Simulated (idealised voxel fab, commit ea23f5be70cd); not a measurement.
Herein follows the process module entitled voxel gate over fins.
Cross-section cut: width 265 nm, square cells of 5 nm.
We lay out every cross-section as a grid of square cells and spell it out in bands from the top down, where one band means one or more rows of cells.
Read a band's entry like this: the first values are the height of its top and the height of its bottom in nm, and what follows is the sequence of materials from left to right, each with its width in nm. Note that "empty" is empty space, and that a single material marked "everywhere" reaches across the band from edge to edge.
Heights from 0 (as-received wafer is one material below). Bottom band endless downward, as "0 and below".
With a width like "30 to 40", each row of cells in the band differs from the next by the same amount, the top row carrying the first number and the bottom row the second.
A step reported as "nothing was modified" is a step in which no cell of the cross-section changed.
"Fully sealed voids": empty spaces of 8 cells or more with no open way to the top, each given as width x height at distance, distance from the left edge, all in nm.
The remark found on a step's line after its settings is issued by the simulator itself and pertains to that step.
overlay nm: on a step with a mask, how far right of its planned place the mask lay; negative means left.

THE PLANNED PROCESS STEPS ARE ENUMERATED HEREUNDER
1 RECEIVE with material Si
2 CONFORMAL_DEP with material SiN, thk nm 10
3 DIRECTIONAL_DEP with material aC, thk nm 10
4 PATTERN with tone cover, mask id FINS, material resist, width nm 15, pitch nm 50, thk nm 30, overlay nm 0
5 DIRECTIONAL_ETCH with etch materials aC, depth nm 10
6 STRIP with etch materials resist
7 DIRECTIONAL_ETCH with etch materials SiN, depth nm 10
8 DIRECTIONAL_ETCH with etch materials Si, depth nm 40
9 STRIP with etch materials aC
10 FILL_DEP with material SiO2, thk nm 15
11 CMP with height nm 10
12 PATTERN with tone open, mask id RAIL, material resist, width nm 15, thk nm 15, overlay nm 0
13 DIRECTIONAL_ETCH with etch materials SiO2, depth nm 45
14 STRIP with etch materials resist
15 CONFORMAL_DEP with material TiN, thk nm 5
16 FILL_DEP with material W, thk nm 10
17 CMP with height nm 10
18 SELECTIVE_ETCH with etch materials W Ru TiN, depth nm 25
19 FILL_DEP with material SiO2, thk nm 5
20 CMP with height nm 10
21 SELECTIVE_ETCH with etch materials SiO2, depth nm 20
22 STRIP with etch materials SiN
23 CONFORMAL_DEP with material HfO2, thk nm 5
24 CONFORMAL_DEP with material TiN, thk nm 5
25 CONFORMAL_DEP with material TiAl, thk nm 5
26 CONFORMAL_DEP with material TiN, thk nm 5
27 FILL_DEP with material W, thk nm 10
28 CMP with height nm 25
29 CONFORMAL_DEP with material SiCN, thk nm 10

CROSS-SECTION OF THE WAFER AS IT CAME TO US, I.E., ALREADY THROUGH STEP 1
> 0 and below: Si everywhere
> Fully sealed voids: none

HERE'S THE CROSS-SECTION OF THE FIRST OF OUR TWO WAFERS AT THE END OF THE MODULE - IT RAN AS PLANNED
> 35 down to 25: SiCN everywhere
> 25 down to 20: W everywhere
> 20 down to 15: W (80) / TiN (105) / W (80)
> 15 down to 10: W (80) / TiN (5) / TiAl (45) / TiN (5) / TiAl (45) / TiN (5) / W (80)
> 10 down to 5: TiN (85) / TiAl (5) / TiN (35) / TiAl (5) / TiN (5) / TiAl (5) / TiN (35) / TiAl (5) / TiN (85)
> 5 down to 0: TiAl (90) / TiN (5) / HfO2 (25) / TiN (5) / TiAl (15) / TiN (5) / HfO2 (25) / TiN (5) / TiAl (90)
> 0 down to -5: TiN (95) / HfO2 (5) / Si (15) / HfO2 (5) / TiN (25) / HfO2 (5) / Si (15) / HfO2 (5) / TiN (95)
> -5 down to -10: HfO2 (100) / Si (15) / HfO2 (35) / Si (15) / HfO2 (100)
> -10 down to -15: SiO2 (100) / Si (15) / SiO2 (35) / Si (15) / SiO2 (100)
> -15 down to -30: SiO2 (100) / Si (15) / SiO2 (10) / TiN (5) / W (5) / TiN (5) / SiO2 (10) / Si (15) / SiO2 (100)
> -30 down to -35: SiO2 (100) / Si (15) / SiO2 (10) / TiN (15) / SiO2 (10) / Si (15) / SiO2 (100)
> -35 down to -40: SiO2 (100) / Si (15) / SiO2 (35) / Si (15) / SiO2 (100)
> -40 and below: Si everywhere
> Fully sealed voids: none

SECOND WAFER OF THE TWO, SECTIONED AT THE END OF THE MODULE. IT BEGAN LIKE THE FIRST AND FOLLOWED THE SAME PLAN, BUT ONE MISTAKE WAS MADE WHILE RUNNING IT
> 35 down to 25: SiCN everywhere
> 25 down to 20: W everywhere
> 20 down to 15: W (80) / TiN (105) / W (80)
> 15 down to 10: W (80) / TiN (5) / TiAl (45) / TiN (5) / TiAl (45) / TiN (5) / W (80)
> 10 down to 5: W (80) / TiN (5) / TiAl (5) / TiN (35) / TiAl (5) / TiN (5) / TiAl (5) / TiN (35) / TiAl (5) / TiN (5) / W (80)
> 5 down to 0: W (80) / TiN (5) / TiAl (5) / TiN (5) / HfO2 (25) / TiN (5) / TiAl (5) / TiN (5) / TiAl (5) / TiN (5) / HfO2 (25) / TiN (5) / TiAl (5) / TiN (5) / W (80)
> 0 down to -5: W (80) / TiN (5) / TiAl (5) / TiN (5) / HfO2 (5) / Si (15) / HfO2 (5) / TiN (5) / TiAl (15) / TiN (5) / HfO2 (5) / Si (15) / HfO2 (5) / TiN (5) / TiAl (5) / TiN (5) / W (80)
> -5 down to -10: W (80) / TiN (5) / TiAl (5) / TiN (5) / HfO2 (5) / Si (15) / HfO2 (5) / TiN (25) / HfO2 (5) / Si (15) / HfO2 (5) / TiN (5) / TiAl (5) / TiN (5) / W (80)
> -10 down to -15: TiN (85) / TiAl (5) / TiN (5) / HfO2 (5) / Si (15) / HfO2 (35) / Si (15) / HfO2 (5) / TiN (5) / TiAl (5) / TiN (85)
> -15 down to -20: TiAl (90) / TiN (5) / HfO2 (5) / Si (15) / HfO2 (10) / TiN (5) / W (5) / TiN (5) / HfO2 (10) / Si (15) / HfO2 (5) / TiN (5) / TiAl (90)
> -20 down to -25: TiN (95) / HfO2 (5) / Si (15) / HfO2 (10) / TiN (5) / W (5) / TiN (5) / HfO2 (10) / Si (15) / HfO2 (5) / TiN (95)
> -25 down to -30: HfO2 (100) / Si (15) / HfO2 (10) / TiN (5) / W (5) / TiN (5) / HfO2 (10) / Si (15) / HfO2 (100)
> -30 down to -35: SiO2 (100) / Si (15) / SiO2 (10) / TiN (15) / SiO2 (10) / Si (15) / SiO2 (100)
> -35 down to -40: SiO2 (100) / Si (15) / SiO2 (35) / Si (15) / SiO2 (100)
> -40 and below: Si everywhere
> Fully sealed voids: none
Short version of what went wrong: regarding the plan, step 21 was run twice
Looking at both finished wafers in cells, the second ends up ahead of or behind the first on some materials: +22 HfO2, -179 SiO2, +10 TiAl, +19 TiN, +128 W
